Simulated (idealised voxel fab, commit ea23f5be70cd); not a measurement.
process module | voxel spacer lines
cross-section cut | 230 nm wide | cells 5 nm
A cross-section is a grid of square cells, given in bands from the top down. A band is one or more rows of cells.
Each band's line starts with the height of the band's top and of its bottom, in nm. Then come its materials from left to right, each with its width in nm. One material with "throughout" fills the band from edge to edge. "air" is empty space.
Height 0 is the level under which the wafer as received is all one material. The lowest band goes on downwards, as in "0 down".
A width such as "30 to 40" changes by the same amount from each row of cells to the next, from the band's top row to its bottom row.
"no change" after a step means that no cell of the cross-section changed.
closed voids: empty space of 8 cells or more with no open way to the top, each as width x height at its distance from the left edge, in nm
after a step's settings: what the simulator itself notes on the step
overlay nm, on a step with a mask: how far to the right of its planned place the mask lay; to the left if negative
plan
1 op RECEIVE | material Si
2 op CONFORMAL_DEP | material Al2O3 | thk nm 5
3 op DIRECTIONAL_DEP | material SiN | thk nm 10
4 op DIRECTIONAL_DEP | material polySi | thk nm 25
5 op PATTERN | tone cover | mask id MANDREL | material resist | width nm 15 | pitch nm 60 | thk nm 35 | overlay nm 0
6 op DIRECTIONAL_ETCH | etch materials polySi | depth nm 25
7 op STRIP | etch materials resist
8 op CONFORMAL_DEP | material SiO2 | thk nm 15
9 op DIRECTIONAL_ETCH | etch materials SiO2 | depth nm 15
10 op STRIP | etch materials polySi
11 op DIRECTIONAL_ETCH | etch materials SiN | depth nm 10
12 op STRIP | etch materials SiO2
first wafer, as planned
as received, after step 1
  0 down: Si throughout
  closed voids: none
after step 2
  5 to 0: Al2O3 throughout
  below 0: unchanged
after step 3
  15 to 5: SiN throughout
  below 5: unchanged
after step 4
  40 to 15: polySi throughout
  below 15: unchanged
after step 5
  75 to 40: air 45 | resist 15 | air 45 | resist 15 | air 45 | resist 15 | air 50
  below 40: unchanged
after step 6
  75 to 40: air 45 | resist 15 | air 45 | resist 15 | air 45 | resist 15 | air 50
  40 to 15: air 45 | polySi 15 | air 45 | polySi 15 | air 45 | polySi 15 | air 50
  below 15: unchanged
after step 7
  40 to 15: air 45 | polySi 15 | air 45 | polySi 15 | air 45 | polySi 15 | air 50
  below 15: unchanged
after step 8
  55 to 40: air 30 | SiO2 45 | air 15 | SiO2 45 | air 15 | SiO2 45 | air 35
  40 to 30: air 30 | SiO2 15 | polySi 15 | SiO2 15 | air 15 | SiO2 15 | polySi 15 | SiO2 15 | air 15 | SiO2 15 | polySi 15 | SiO2 15 | air 35
  30 to 15: SiO2 45 | polySi 15 | SiO2 45 | polySi 15 | SiO2 45 | polySi 15 | SiO2 50
  below 15: unchanged
after step 9
  40 to 15: air 30 | SiO2 15 | polySi 15 | SiO2 15 | air 15 | SiO2 15 | polySi 15 | SiO2 15 | air 15 | SiO2 15 | polySi 15 | SiO2 15 | air 35
  below 15: unchanged
after step 10
  40 to 15: air 30 | SiO2 15 | air 15 | SiO2 15 | air 15 | SiO2 15 | air 15 | SiO2 15 | air 15 | SiO2 15 | air 15 | SiO2 15 | air 35
  below 15: unchanged
after step 11
  40 to 15: air 30 | SiO2 15 | air 15 | SiO2 15 | air 15 | SiO2 15 | air 15 | SiO2 15 | air 15 | SiO2 15 | air 15 | SiO2 15 | air 35
  15 to 5: air 30 | SiN 15 | air 15 | SiN 15 | air 15 | SiN 15 | air 15 | SiN 15 | air 15 | SiN 15 | air 15 | SiN 15 | air 35
  below 5: unchanged
after step 12
  15 to 5: air 30 | SiN 15 | air 15 | SiN 15 | air 15 | SiN 15 | air 15 | SiN 15 | air 15 | SiN 15 | air 15 | SiN 15 | air 35
  below 5: unchanged
second wafer: like start, like plan, one mistake. Through step 1 it matches the first wafer
when step 2 should have ended
  15 to 0: Al2O3 throughout
  below 0: unchanged
when step 3 should have ended
  25 to 15: SiN throughout
  below 15: unchanged
when step 4 should have ended
  50 to 25: polySi throughout
  below 25: unchanged
when step 5 should have ended
  85 to 50: air 45 | resist 15 | air 45 | resist 15 | air 45 | resist 15 | air 50
  below 50: unchanged
when step 6 should have ended
  85 to 50: air 45 | resist 15 | air 45 | resist 15 | air 45 | resist 15 | air 50
  50 to 25: air 45 | polySi 15 | air 45 | polySi 15 | air 45 | polySi 15 | air 50
  below 25: unchanged
when step 7 should have ended
  50 to 25: air 45 | polySi 15 | air 45 | polySi 15 | air 45 | polySi 15 | air 50
  below 25: unchanged
when step 8 should have ended
  65 to 50: air 30 | SiO2 45 | air 15 | SiO2 45 | air 15 | SiO2 45 | air 35
  50 to 40: air 30 | SiO2 15 | polySi 15 | SiO2 15 | air 15 | SiO2 15 | polySi 15 | SiO2 15 | air 15 | SiO2 15 | polySi 15 | SiO2 15 | air 35
  40 to 25: SiO2 45 | polySi 15 | SiO2 45 | polySi 15 | SiO2 45 | polySi 15 | SiO2 50
  below 25: unchanged
when step 9 should have ended
  50 to 25: air 30 | SiO2 15 | polySi 15 | SiO2 15 | air 15 | SiO2 15 | polySi 15 | SiO2 15 | air 15 | SiO2 15 | polySi 15 | SiO2 15 | air 35
  below 25: unchanged
when step 10 should have ended
  50 to 25: air 30 | SiO2 15 | air 15 | SiO2 15 | air 15 | SiO2 15 | air 15 | SiO2 15 | air 15 | SiO2 15 | air 15 | SiO2 15 | air 35
  below 25: unchanged
when step 11 should have ended
  50 to 25: air 30 | SiO2 15 | air 15 | SiO2 15 | air 15 | SiO2 15 | air 15 | SiO2 15 | air 15 | SiO2 15 | air 15 | SiO2 15 | air 35
  25 to 15: air 30 | SiN 15 | air 15 | SiN 15 | air 15 | SiN 15 | air 15 | SiN 15 | air 15 | SiN 15 | air 15 | SiN 15 | air 35
  below 15: unchanged
when step 12 should have ended
  25 to 15: air 30 | SiN 15 | air 15 | SiN 15 | air 15 | SiN 15 | air 15 | SiN 15 | air 15 | SiN 15 | air 15 | SiN 15 | air 35
  below 15: unchanged
what went wrong: step 2 ran as: op CONFORMAL_DEP | material Al2O3 | thk nm 15
at the end the second wafer has, in cells: 92 more of Al2O3
